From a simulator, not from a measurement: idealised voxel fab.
Process module, titled voxel self aligned vias
In the cross-section labelled cut, the width is 160 nm and each square cell is 5 nm.
Think of the cross-section as a grid of square cells. We describe it in bands, top to bottom, and each band covers one or more rows of those cells.
Quick guide to a band line: top height, bottom height (nm) up front; then every material left to right with its width in nm. Only one material and it's marked "throughout"? Then it fills the band edge to edge. And "blank" just means empty space.
A quick word on heights: they are counted from 0, and under that level the wafer as it came to us is one material throughout. The lowest band is different from the rest in having no bottom; it simply continues downward, written as in "from 0 down".
Graded width ("30 to 40"): value in top row of band = first number; value in bottom row = second number; row-to-row change constant.
What does "remains unaltered" mean for a step? It means no cell of the cross-section changed in that step.
"Completely sealed voids": empty spaces of 8 cells or more with no open way to the top, each given as width x height at distance, distance from the left edge, all in nm.
Past the settings on a step's line: simulator remark, on that step.
On any step carrying a mask, the "overlay nm" setting, if present on the step's line, tells how far right of its planned place the mask lay; negative values point to the left.
**Planned process steps**
1: RECEIVE (material Si)
2: CONFORMAL_DEP (material SiO2; thk nm 15)
3: CONFORMAL_DEP (material SiCN; thk nm 5)
4: DIRECTIONAL_DEP (material SiO2; thk nm 30)
5: DIRECTIONAL_DEP (material aC; thk nm 10)
6: PATTERN (tone open; mask id LINES; material resist; width nm 20; pitch nm 55; thk nm 25; overlay nm 0)
7: DIRECTIONAL_ETCH (etch materials aC; depth nm 10)
8: STRIP (etch materials resist)
9: DIRECTIONAL_ETCH (etch materials SiO2; depth nm 30)
10: STRIP (etch materials aC)
11: CONFORMAL_DEP (material TiN; thk nm 5)
12: FILL_DEP (material Ru; thk nm 10)
13: CMP (height nm 50)
14: SELECTIVE_ETCH (etch materials W Ru TiN; depth nm 10)
15: FILL_DEP (material SiN; thk nm 10)
16: CMP (height nm 50)
17: DIRECTIONAL_DEP (material SiO2; thk nm 20)
18: PATTERN (tone open; mask id VIAS; material resist; width nm 30; thk nm 20; overlay nm 0)
19: DIRECTIONAL_ETCH (etch materials SiO2; depth nm 20)
20: DIRECTIONAL_ETCH (etch materials SiN; depth nm 10)
21: STRIP (etch materials resist)
22: CONFORMAL_DEP (material TiN; thk nm 5)
23: FILL_DEP (material Cu; thk nm 5)
24: CMP (height nm 70)
25: CONFORMAL_DEP (material SiN; thk nm 5)
**Shown in cross-section is the wafer as received, that is, as it stands after step 1**
from 0 down  Si throughout
Completely sealed voids: none
**Cross-section taken at module completion on the first of two wafers; processed per the plan**
from 75 to 70  SiN throughout
from 70 to 55  SiO2 35 nm / TiN 5 nm / Cu 20 nm / TiN 5 nm / SiO2 95 nm
from 55 to 50  SiO2 35 nm / TiN 10 nm / Cu 10 nm / TiN 10 nm / SiO2 95 nm
from 50 to 45  SiO2 40 nm / TiN 5 nm / Cu 10 nm / TiN 5 nm / SiO2 35 nm / SiN 20 nm / SiO2 45 nm
from 45 to 40  SiO2 40 nm / TiN 20 nm / SiO2 35 nm / SiN 20 nm / SiO2 45 nm
from 40 to 25  SiO2 40 nm / TiN 5 nm / Ru 10 nm / TiN 5 nm / SiO2 35 nm / TiN 5 nm / Ru 10 nm / TiN 5 nm / SiO2 45 nm
from 25 to 20  SiO2 40 nm / TiN 20 nm / SiO2 35 nm / TiN 20 nm / SiO2 45 nm
from 20 to 15  SiCN throughout
from 15 to 0  SiO2 throughout
from 0 down  Si throughout
Completely sealed voids: none
**Cross-section, second wafer: same start as the first, same plan as the first, one mistake in running it; taken at the end of the module**
from 75 to 70  SiN throughout
from 70 to 55  SiO2 35 nm / TiN 5 nm / Cu 20 nm / TiN 5 nm / SiO2 95 nm
from 55 to 50  SiO2 35 nm / TiN 5 nm / Cu 10 nm / TiN 15 nm / SiO2 95 nm
from 50 to 45  SiO2 35 nm / TiN 5 nm / Cu 10 nm / TiN 5 nm / SiO2 35 nm / SiN 20 nm / SiO2 50 nm
from 45 to 40  SiO2 35 nm / TiN 20 nm / SiO2 35 nm / SiN 20 nm / SiO2 50 nm
from 40 to 25  SiO2 35 nm / TiN 5 nm / Ru 10 nm / TiN 5 nm / SiO2 35 nm / TiN 5 nm / Ru 10 nm / TiN 5 nm / SiO2 50 nm
from 25 to 20  SiO2 35 nm / TiN 20 nm / SiO2 35 nm / TiN 20 nm / SiO2 50 nm
from 20 to 15  SiCN throughout
from 15 to 0  SiO2 throughout
from 0 down  Si throughout
Completely sealed voids: none
What was the processing mistake? rather than as planned, step 6 actually ran as PATTERN (tone open; mask id LINES; material resist; width nm 20; pitch nm 55; thk nm 25; overlay nm -5)
Both wafers, final: cells per material equal; arrangement not.
